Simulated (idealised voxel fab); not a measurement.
process module | voxel self aligned vias
cross-section cut | 280 nm wide | cells 5 nm
A cross-section is a grid of square cells, given in bands from the top down. A band is one or more rows of cells.
Each band's line starts with the height of the band's top and of its bottom, in nm. Then come its materials from left to right, each with its width in nm. One material with "throughout" fills the band from edge to edge. "air" is empty space.
Height 0 is the level under which the wafer as received is all one material. The lowest band goes on downwards, as in "0 down".
A width such as "30 to 40" changes by the same amount from each row of cells to the next, from the band's top row to its bottom row.
"no change" after a step means that no cell of the cross-section changed.
closed voids: empty space of 8 cells or more with no open way to the top, each as width x height at its distance from the left edge, in nm
after a step's settings: what the simulator itself notes on the step
overlay nm, on a step with a mask: how far to the right of its planned place the mask lay; to the left if negative
plan
1 op RECEIVE | material Si
2 op CONFORMAL_DEP | material SiO2 | thk nm 10
3 op CONFORMAL_DEP | material SiCN | thk nm 5
4 op DIRECTIONAL_DEP | material lowk | thk nm 30
5 op DIRECTIONAL_DEP | material aC | thk nm 15
6 op PATTERN | tone open | mask id LINES | material resist | width nm 30 | pitch nm 65 | thk nm 35 | overlay nm 0
7 op DIRECTIONAL_ETCH | etch materials aC | depth nm 15
8 op STRIP | etch materials resist
9 op DIRECTIONAL_ETCH | etch materials lowk | depth nm 30
10 op STRIP | etch materials aC
11 op CONFORMAL_DEP | material TiN | thk nm 5
12 op FILL_DEP | material W | thk nm 10
13 op CMP | height nm 45
14 op SELECTIVE_ETCH | etch materials W Ru TiN | depth nm 10
15 op FILL_DEP | material SiN | thk nm 5
16 op CMP | height nm 45
17 op DIRECTIONAL_DEP | material lowk | thk nm 20
18 op MASKED_ETCH | tone open | mask id VIAS | width nm 50 | pitch nm 65 | etch materials lowk | depth nm 20 | overlay nm 0
19 op MASKED_ETCH | tone open | mask id VIAS | width nm 50 | pitch nm 65 | etch materials SiN | depth nm 10 | overlay nm 0
20 op CONFORMAL_DEP | material TiN | thk nm 5
21 op FILL_DEP | material Ru | thk nm 10
22 op CMP | height nm 65
23 op CONFORMAL_DEP | material SiN | thk nm 5
as received, after step 1
  0 down: Si throughout
  closed voids: none
first wafer at the end, as planned
  70 to 65: SiN throughout
  65 to 50: lowk 50 | TiN 5 | Ru 40 | TiN 5 | lowk 15 | TiN 5 | Ru 40 | TiN 5 | lowk 15 | TiN 5 | Ru 40 | TiN 5 | lowk 50
  50 to 40: lowk 50 to 60 | TiN 15 to 5 | Ru 20 | TiN 15 to 5 | lowk 15 to 35 | TiN 15 to 5 | Ru 20 | TiN 15 to 5 | lowk 15 to 35 | TiN 15 to 5 | Ru 20 | TiN 15 to 5 | lowk 50 to 60
  40 to 35: lowk 60 | TiN 30 | lowk 35 | TiN 30 | lowk 35 | TiN 30 | lowk 60
  35 to 20: lowk 60 | TiN 5 | W 20 | TiN 5 | lowk 35 | TiN 5 | W 20 | TiN 5 | lowk 35 | TiN 5 | W 20 | TiN 5 | lowk 60
  20 to 15: lowk 60 | TiN 30 | lowk 35 | TiN 30 | lowk 35 | TiN 30 | lowk 60
  15 to 10: SiCN throughout
  10 to 0: SiO2 throughout
  0 down: Si throughout
  closed voids: none
second wafer at the end: like start, like plan, one mistake
  70 to 65: SiN throughout
  65 to 50: lowk 50 | TiN 5 | Ru 40 | TiN 5 | lowk 15 | TiN 5 | Ru 40 | TiN 5 | lowk 15 | TiN 5 | Ru 40 | TiN 5 | lowk 50
  50 to 40: lowk 50 to 60 | TiN 15 to 5 | Ru 20 | TiN 15 to 5 | lowk 15 to 35 | TiN 15 to 5 | Ru 20 | TiN 15 to 5 | lowk 15 to 35 | TiN 15 to 5 | Ru 20 | TiN 15 to 5 | lowk 50 to 60
  40 to 35: lowk 60 | TiN 30 | lowk 35 | TiN 30 | lowk 35 | TiN 30 | lowk 60
  35 to 30: lowk 60 | SiN 30 | lowk 35 | SiN 30 | lowk 35 | SiN 30 | lowk 60
  30 to 20: lowk 60 | TiN 5 | W 20 | TiN 5 | lowk 35 | TiN 5 | W 20 | TiN 5 | lowk 35 | TiN 5 | W 20 | TiN 5 | lowk 60
  20 to 15: lowk 60 | TiN 30 | lowk 35 | TiN 30 | lowk 35 | TiN 30 | lowk 60
  15 to 10: SiCN throughout
  10 to 0: SiO2 throughout
  0 down: Si throughout
  closed voids: none
what went wrong: step 14 ran as: op SELECTIVE_ETCH | etch materials W Ru TiN | depth nm 15
at the end the second wafer has, in cells: 18 more of SiN | 6 fewer of TiN | 12 fewer of W
